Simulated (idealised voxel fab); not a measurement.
Name of the process module below: voxel self aligned vias
Cross-sectional view cut (width: 165 nm; square cell size: 5 nm).
Throughout this document, each cross-section is represented as a grid of square cells and is presented as a sequence of bands enumerated from the top downward, where a band comprises one or more rows of cells. It is stipulated that each band's entry specify, in nanometres, the height of the top of the band and then that of its bottom, followed by the materials of the band in left-to-right sequence, each together with its width in nanometres. A single material marked by the word "edge to edge" is understood to fill the band from edge to edge; the word "air" is understood to denote empty space. A quick word on heights: they are counted from 0, and under that level the wafer as it came to us is one material throughout. The lowest band is different from the rest in having no bottom; it simply continues downward, written as in "z 0 and below". Quick explanation for "30..40": the width changes in equal steps down the rows of cells, from the first number in the band's top row to the second number in its bottom row. "no change occurred" -> step changed no cross-section cell. In the "Voids, sealed" entry, you get each enclosed empty space of 8 cells or more, one with no open way to the top, written width x height at distance, distance from the left edge, in nm. Past the settings on a step's line: simulator remark, on that step. If you see "overlay nm" on a step's line and that step has a mask, it's telling you how far right of where it was planned the mask ended up; a negative number means it went left instead.
Process steps foreseen in the plan
1: RECEIVE, material Si
2: CONFORMAL_DEP, material SiO2, thk nm 15
3: CONFORMAL_DEP, material SiCN, thk nm 5
4: DIRECTIONAL_DEP, material lowk, thk nm 30
5: PATTERN, tone open, mask id LINES, material resist, width nm 30, pitch nm 80, thk nm 20, overlay nm 0
6: DIRECTIONAL_ETCH, etch materials lowk, depth nm 30
7: STRIP, etch materials resist
8: CONFORMAL_DEP, material TiN, thk nm 5
9: FILL_DEP, material W, thk nm 10
10: CMP, height nm 50
11: SELECTIVE_ETCH, etch materials W Ru TiN, depth nm 10
12: FILL_DEP, material SiN, thk nm 5
13: CMP, height nm 50
14: DIRECTIONAL_DEP, material lowk, thk nm 20
15: DIRECTIONAL_DEP, material aC, thk nm 10
16: PATTERN, tone open, mask id VIAS, material resist, width nm 50, pitch nm 80, thk nm 30, overlay nm 0
17: DIRECTIONAL_ETCH, etch materials aC, depth nm 10
18: STRIP, etch materials resist
19: DIRECTIONAL_ETCH, etch materials lowk, depth nm 20
20: DIRECTIONAL_ETCH, etch materials SiN, depth nm 10
21: STRIP, etch materials aC
22: CONFORMAL_DEP, material TiN, thk nm 5
23: FILL_DEP, material W, thk nm 10
24: CMP, height nm 70
25: CONFORMAL_DEP, material SiCN, thk nm 5
Cross-sectional view of the wafer in its as-received condition, corresponding to the state after step 1
	z 0 and below | Si edge to edge
	Voids, sealed: none
Same starting wafer, same plan as above, one mistake in the execution; this is the cross-section at the end of the module
	z 75 to 70 | SiCN edge to edge
	z 70 to 50 | 15 of lowk  5 of TiN  40 of W  5 of TiN  30 of lowk  5 of TiN  40 of W  5 of TiN  20 of lowk
	z 50 to 45 | 15 of SiN  15 of TiN  20 of W  15 of TiN  30 of SiN  15 of TiN  20 of W  15 of TiN  20 of SiN
	z 45 to 40 | 25 of lowk  30 of TiN  50 of lowk  30 of TiN  30 of lowk
	z 40 to 20 | 25 of lowk  5 of TiN  20 of W  5 of TiN  50 of lowk  5 of TiN  20 of W  5 of TiN  30 of lowk
	z 20 to 15 | 25 of lowk  30 of TiN  50 of lowk  30 of TiN  30 of lowk
	z 15 to 0 | SiO2 edge to edge
	z 0 and below | Si edge to edge
	Voids, sealed: none
It is concluded that the wafer was processed incorrectly with respect to the plan, in that step 3 of the plan did not run at all; it was left out
